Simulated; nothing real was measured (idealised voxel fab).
voxel capacitor over wiring: a process module
Cross-sectional view cut (width: 185 nm; square cell size: 5 nm).
Bands, listed from the top down, are how a cross-section gets written in this document; the cross-section itself is a grid of square cells, and a band is one or more rows of them. Band: top and bottom heights (nm) first, top before bottom; then materials from left to right, widths in nm. "throughout" marks a sole material filling the band edge to edge. "air" denotes empty space. A quick word on heights: they are counted from 0, and under that level the wafer as it came to us is one material throughout. The lowest band is different from the rest in having no bottom; it simply continues downward, written as in "0..down". Graded width ("30..40"): value in top row of band = first number; value in bottom row = second number; row-to-row change constant. Step note "no change occurred" = no cross-section cell changed. Empty spaces counting at least 8 cells and having no open way to the top are listed in "Fully sealed cavities". The notation width x height at distance is used for each, the distance being from the left edge and all three values in nm. What comes after the settings on a step's line is commentary from the simulator itself on that step. "overlay nm" on a masked step: distance the mask lay right of its planned place, negative for left.
[Planned step list for the process]
1: RECEIVE,material Si
2: CONFORMAL_DEP,material SiO2,thk nm 10
3: CONFORMAL_DEP,material SiCN,thk nm 5
4: DIRECTIONAL_DEP,material lowk,thk nm 15
5: MASKED_ETCH,tone open,mask id METAL_1,width nm 30,pitch nm 85,etch materials lowk,depth nm 15,overlay nm 0
6: MASKED_ETCH,tone open,mask id METAL_1,width nm 30,pitch nm 85,etch materials SiCN,depth nm 5,overlay nm 0
7: CONFORMAL_DEP,material TiN,thk nm 5
8: FILL_DEP,material Cu,thk nm 5
9: CMP,height nm 30
10: CONFORMAL_DEP,material SiCN,thk nm 5
11: DIRECTIONAL_DEP,material SiO2,thk nm 10
12: PATTERN,tone open,mask id PLUG_1,material resist,width nm 15,thk nm 20,overlay nm 0
13: DIRECTIONAL_ETCH,etch materials SiO2,depth nm 10
14: DIRECTIONAL_ETCH,etch materials SiCN,depth nm 5
15: STRIP,etch materials resist
16: CONFORMAL_DEP,material TiN,thk nm 5
17: FILL_DEP,material Cu,thk nm 5
18: CMP,height nm 45
19: DIRECTIONAL_DEP,material TiN,thk nm 5
20: DIRECTIONAL_DEP,material SiN,thk nm 5
21: DIRECTIONAL_DEP,material TiN,thk nm 5
22: PATTERN,tone cover,mask id UPPER_PLATE,material resist,width nm 60,thk nm 20,overlay nm 0
23: DIRECTIONAL_ETCH,etch materials TiN,depth nm 5
24: DIRECTIONAL_ETCH,etch materials SiN,depth nm 5
25: STRIP,etch materials resist
26: PATTERN,tone cover,mask id LOWER_PLATE,material resist,width nm 70,thk nm 20,overlay nm 0
27: DIRECTIONAL_ETCH,etch materials TiN,depth nm 5
28: STRIP,etch materials resist
29: FILL_DEP,material SiO2,thk nm 20
30: CMP,height nm 75
31: MASKED_ETCH,tone open,mask id PLUG_2,width nm 15,etch materials SiO2,depth nm 15,overlay nm 0
32: CONFORMAL_DEP,material TiN,thk nm 5
33: FILL_DEP,material Ru,thk nm 5
34: CMP,height nm 75
35: CONFORMAL_DEP,material SiCN,thk nm 5
[So, the first of our two wafers, run just as we planned it]
[Here's what the wafer looked like in cross-section when it arrived - that's after step 1]
    0..down = Si throughout
    Fully sealed cavities: none
[Presented here is a cross-section of the wafer after step 2 has been performed]
    10..0 = SiO2 throughout
    Under 0: no change, same as before.
[Presented here is a cross-section of the wafer after step 3 has been performed]
    15..10 = SiCN throughout
    Under 10: no change, same as before.
[Presented here is a cross-section of the wafer after step 4 has been performed]
    30..15 = lowk throughout
    Under 15: no change, same as before.
[Presented here is a cross-section of the wafer after step 5 has been performed]
    30..15 = 35 lowk, 30 air, 55 lowk, 30 air, 35 lowk
    Under 15: no change, same as before.
[Presented here is a cross-section of the wafer after step 6 has been performed]
    30..15 = 35 lowk, 30 air, 55 lowk, 30 air, 35 lowk
    15..10 = 35 SiCN, 30 air, 55 SiCN, 30 air, 35 SiCN
    Under 10: no change, same as before.
[Presented here is a cross-section of the wafer after step 7 has been performed]
    35..30 = 40 TiN, 20 air, 65 TiN, 20 air, 40 TiN
    30..15 = 35 lowk, 5 TiN, 20 air, 5 TiN, 55 lowk, 5 TiN, 20 air, 5 TiN, 35 lowk
    15..10 = 35 SiCN, 30 TiN, 55 SiCN, 30 TiN, 35 SiCN
    Under 10: no change, same as before.
[Presented here is a cross-section of the wafer after step 8 has been performed]
    40..35 = Cu throughout
    35..30 = 40 TiN, 20 Cu, 65 TiN, 20 Cu, 40 TiN
    30..15 = 35 lowk, 5 TiN, 20 Cu, 5 TiN, 55 lowk, 5 TiN, 20 Cu, 5 TiN, 35 lowk
    Under 15: no change, same as before.
[Presented here is a cross-section of the wafer after step 9 has been performed]
    30..15 = 35 lowk, 5 TiN, 20 Cu, 5 TiN, 55 lowk, 5 TiN, 20 Cu, 5 TiN, 35 lowk
    Under 15: no change, same as before.
[Presented here is a cross-section of the wafer after step 10 has been performed]
    35..30 = SiCN throughout
    Under 30: no change, same as before.
[Presented here is a cross-section of the wafer after step 11 has been performed]
    45..35 = SiO2 throughout
    Under 35: no change, same as before.
[Presented here is a cross-section of the wafer after step 12 has been performed]
    65..45 = 50 resist, 15 air, 120 resist
    Under 45: no change, same as before.
[Presented here is a cross-section of the wafer after step 13 has been performed]
    65..45 = 50 resist, 15 air, 120 resist
    45..35 = 50 SiO2, 15 air, 120 SiO2
    Under 35: no change, same as before.
[Presented here is a cross-section of the wafer after step 14 has been performed]
    65..45 = 50 resist, 15 air, 120 resist
    45..35 = 50 SiO2, 15 air, 120 SiO2
    35..30 = 50 SiCN, 15 air, 120 SiCN
    Under 30: no change, same as before.
[Presented here is a cross-section of the wafer after step 15 has been performed]
    45..35 = 50 SiO2, 15 air, 120 SiO2
    Under 35: no change, same as before.
[Presented here is a cross-section of the wafer after step 16 has been performed]
    50..45 = 55 TiN, 5 air, 125 TiN
    45..35 = 50 SiO2, 5 TiN, 5 air, 5 TiN, 120 SiO2
    35..30 = 50 SiCN, 15 TiN, 120 SiCN
    Under 30: no change, same as before.
[Presented here is a cross-section of the wafer after step 17 has been performed]
    55..50 = Cu throughout
    50..45 = 55 TiN, 5 Cu, 125 TiN
    45..35 = 50 SiO2, 5 TiN, 5 Cu, 5 TiN, 120 SiO2
    Under 35: no change, same as before.
[Presented here is a cross-section of the wafer after step 18 has been performed]
    45..35 = 50 SiO2, 5 TiN, 5 Cu, 5 TiN, 120 SiO2
    Under 35: no change, same as before.
[Presented here is a cross-section of the wafer after step 19 has been performed]
    50..45 = TiN throughout
    Under 45: no change, same as before.
[Presented here is a cross-section of the wafer after step 20 has been performed]
    55..50 = SiN throughout
    Under 50: no change, same as before.
[Presented here is a cross-section of the wafer after step 21 has been performed]
    60..55 = TiN throughout
    Under 55: no change, same as before.
[Presented here is a cross-section of the wafer after step 22 has been performed]
    80..60 = 50 air, 60 resist, 75 air
    Under 60: no change, same as before.
[Presented here is a cross-section of the wafer after step 23 has been performed]
    80..60 = 50 air, 60 resist, 75 air
    60..55 = 50 air, 60 TiN, 75 air
    Under 55: no change, same as before.
[Presented here is a cross-section of the wafer after step 24 has been performed]
    80..60 = 50 air, 60 resist, 75 air
    60..55 = 50 air, 60 TiN, 75 air
    55..50 = 50 air, 60 SiN, 75 air
    Under 50: no change, same as before.
[Presented here is a cross-section of the wafer after step 25 has been performed]
    60..55 = 50 air, 60 TiN, 75 air
    Under 55: no change, same as before.
[Presented here is a cross-section of the wafer after step 26 has been performed]
    80..60 = 45 air, 70 resist, 70 air
    60..55 = 45 air, 5 resist, 60 TiN, 5 resist, 70 air
    55..50 = 45 air, 5 resist, 60 SiN, 5 resist, 70 air
    Under 50: no change, same as before.
[Presented here is a cross-section of the wafer after step 27 has been performed]
    80..60 = 45 air, 70 resist, 70 air
    60..55 = 45 air, 5 resist, 60 TiN, 5 resist, 70 air
    55..50 = 45 air, 5 resist, 60 SiN, 5 resist, 70 air
    50..45 = 45 air, 70 TiN, 70 air
    Under 45: no change, same as before.
[Presented here is a cross-section of the wafer after step 28 has been performed]
    60..55 = 50 air, 60 TiN, 75 air
    55..50 = 50 air, 60 SiN, 75 air
    Under 50: no change, same as before.
[Presented here is a cross-section of the wafer after step 29 has been performed]
    80..60 = SiO2 throughout
    60..55 = 50 SiO2, 60 TiN, 75 SiO2
    55..50 = 50 SiO2, 60 SiN, 75 SiO2
    50..45 = 45 SiO2, 70 TiN, 70 SiO2
    Under 45: no change, same as before.
[Presented here is a cross-section of the wafer after step 30 has been performed]
    75..60 = SiO2 throughout
    Under 60: no change, same as before.
[Presented here is a cross-section of the wafer after step 31 has been performed]
    75..60 = 60 SiO2, 15 air, 110 SiO2
    Under 60: no change, same as before.
[Presented here is a cross-section of the wafer after step 32 has been performed]
    80..75 = 65 TiN, 5 air, 115 TiN
    75..65 = 60 SiO2, 5 TiN, 5 air, 5 TiN, 110 SiO2
    65..55 = 60..50 SiO2, 15..60 TiN, 110..75 SiO2
    Under 55: no change, same as before.
[Presented here is a cross-section of the wafer after step 33 has been performed]
    85..80 = Ru throughout
    80..75 = 65 TiN, 5 Ru, 115 TiN
    75..65 = 60 SiO2, 5 TiN, 5 Ru, 5 TiN, 110 SiO2
    Under 65: no change, same as before.
[Presented here is a cross-section of the wafer after step 34 has been performed]
    75..65 = 60 SiO2, 5 TiN, 5 Ru, 5 TiN, 110 SiO2
    Under 65: no change, same as before.
[Presented here is a cross-section of the wafer after step 35 has been performed]
    80..75 = SiCN throughout
    Under 75: no change, same as before.
[The second wafer began exactly as the first did and followed the same plan, but one mistake was made while running it; through step 11 inclusive, the two wafers are identical]
[Cross-sectional representation of the second wafer at the time designated in the plan for the completion of step 12]
    65..45 = 50 air, 15 resist, 120 air
    Under 45: no change, same as before.
[Cross-sectional representation of the second wafer at the time designated in the plan for the completion of step 13]
    65..45 = 50 air, 15 resist, 120 air
    45..35 = 50 air, 15 SiO2, 120 air
    Under 35: no change, same as before.
[Cross-sectional representation of the second wafer at the time designated in the plan for the completion of step 14]
    65..45 = 50 air, 15 resist, 120 air
    45..35 = 50 air, 15 SiO2, 120 air
    35..30 = 50 air, 15 SiCN, 120 air
    Under 30: no change, same as before.
[Cross-sectional representation of the second wafer at the time designated in the plan for the completion of step 15]
    45..35 = 50 air, 15 SiO2, 120 air
    Under 35: no change, same as before.
[Cross-sectional representation of the second wafer at the time designated in the plan for the completion of step 16]
    50..45 = 45 air, 25 TiN, 115 air
    45..35 = 45 air, 5 TiN, 15 SiO2, 5 TiN, 115 air
    35..30 = 50 TiN, 15 SiCN, 120 TiN
    Under 30: no change, same as before.
[Cross-sectional representation of the second wafer at the time designated in the plan for the completion of step 17]
    55..50 = Cu throughout
    50..45 = 45 Cu, 25 TiN, 115 Cu
    45..35 = 45 Cu, 5 TiN, 15 SiO2, 5 TiN, 115 Cu
    Under 35: no change, same as before.
[Cross-sectional representation of the second wafer at the time designated in the plan for the completion of step 18]
    45..35 = 45 Cu, 5 TiN, 15 SiO2, 5 TiN, 115 Cu
    Under 35: no change, same as before.
[Cross-sectional representation of the second wafer at the time designated in the plan for the completion of step 19]
    50..45 = TiN throughout
    Under 45: no change, same as before.
[Cross-sectional representation of the second wafer at the time designated in the plan for the completion of step 20]
    55..50 = SiN throughout
    Under 50: no change, same as before.
[Cross-sectional representation of the second wafer at the time designated in the plan for the completion of step 21]
    60..55 = TiN throughout
    Under 55: no change, same as before.
[Cross-sectional representation of the second wafer at the time designated in the plan for the completion of step 22]
    80..60 = 50 air, 60 resist, 75 air
    Under 60: no change, same as before.
[Cross-sectional representation of the second wafer at the time designated in the plan for the completion of step 23]
    80..60 = 50 air, 60 resist, 75 air
    60..55 = 50 air, 60 TiN, 75 air
    Under 55: no change, same as before.
[Cross-sectional representation of the second wafer at the time designated in the plan for the completion of step 24]
    80..60 = 50 air, 60 resist, 75 air
    60..55 = 50 air, 60 TiN, 75 air
    55..50 = 50 air, 60 SiN, 75 air
    Under 50: no change, same as before.
[Cross-sectional representation of the second wafer at the time designated in the plan for the completion of step 25]
    60..55 = 50 air, 60 TiN, 75 air
    Under 55: no change, same as before.
[Cross-sectional representation of the second wafer at the time designated in the plan for the completion of step 26]
    80..60 = 45 air, 70 resist, 70 air
    60..55 = 45 air, 5 resist, 60 TiN, 5 resist, 70 air
    55..50 = 45 air, 5 resist, 60 SiN, 5 resist, 70 air
    Under 50: no change, same as before.
[Cross-sectional representation of the second wafer at the time designated in the plan for the completion of step 27]
    80..60 = 45 air, 70 resist, 70 air
    60..55 = 45 air, 5 resist, 60 TiN, 5 resist, 70 air
    55..50 = 45 air, 5 resist, 60 SiN, 5 resist, 70 air
    50..45 = 45 air, 70 TiN, 70 air
    Under 45: no change, same as before.
[Cross-sectional representation of the second wafer at the time designated in the plan for the completion of step 28]
    60..55 = 50 air, 60 TiN, 75 air
    55..50 = 50 air, 60 SiN, 75 air
    Under 50: no change, same as before.
[Cross-sectional representation of the second wafer at the time designated in the plan for the completion of step 29]
    80..60 = SiO2 throughout
    60..55 = 50 SiO2, 60 TiN, 75 SiO2
    55..50 = 50 SiO2, 60 SiN, 75 SiO2
    50..45 = 45 SiO2, 70 TiN, 70 SiO2
    Under 45: no change, same as before.
[Cross-sectional representation of the second wafer at the time designated in the plan for the completion of step 30]
    75..60 = SiO2 throughout
    Under 60: no change, same as before.
[Cross-sectional representation of the second wafer at the time designated in the plan for the completion of step 31]
    75..60 = 60 SiO2, 15 air, 110 SiO2
    Under 60: no change, same as before.
[Cross-sectional representation of the second wafer at the time designated in the plan for the completion of step 32]
    80..75 = 65 TiN, 5 air, 115 TiN
    75..65 = 60 SiO2, 5 TiN, 5 air, 5 TiN, 110 SiO2
    65..55 = 60..50 SiO2, 15..60 TiN, 110..75 SiO2
    Under 55: no change, same as before.
[Cross-sectional representation of the second wafer at the time designated in the plan for the completion of step 33]
    85..80 = Ru throughout
    80..75 = 65 TiN, 5 Ru, 115 TiN
    75..65 = 60 SiO2, 5 TiN, 5 Ru, 5 TiN, 110 SiO2
    Under 65: no change, same as before.
[Cross-sectional representation of the second wafer at the time designated in the plan for the completion of step 34]
    75..65 = 60 SiO2, 5 TiN, 5 Ru, 5 TiN, 110 SiO2
    Under 65: no change, same as before.
[Cross-sectional representation of the second wafer at the time designated in the plan for the completion of step 35]
    80..75 = SiCN throughout
    Under 75: no change, same as before.
What broke from the plan during processing? step 12 did not use the planned setting and instead ran as PATTERN,tone cover,mask id PLUG_1,material resist,width nm 15,thk nm 20,overlay nm 0
Final difference in cells, second wafer against first, listed per material as more or fewer: 62 more of Cu, 31 fewer of SiCN, 62 fewer of SiO2, 31 more of TiN
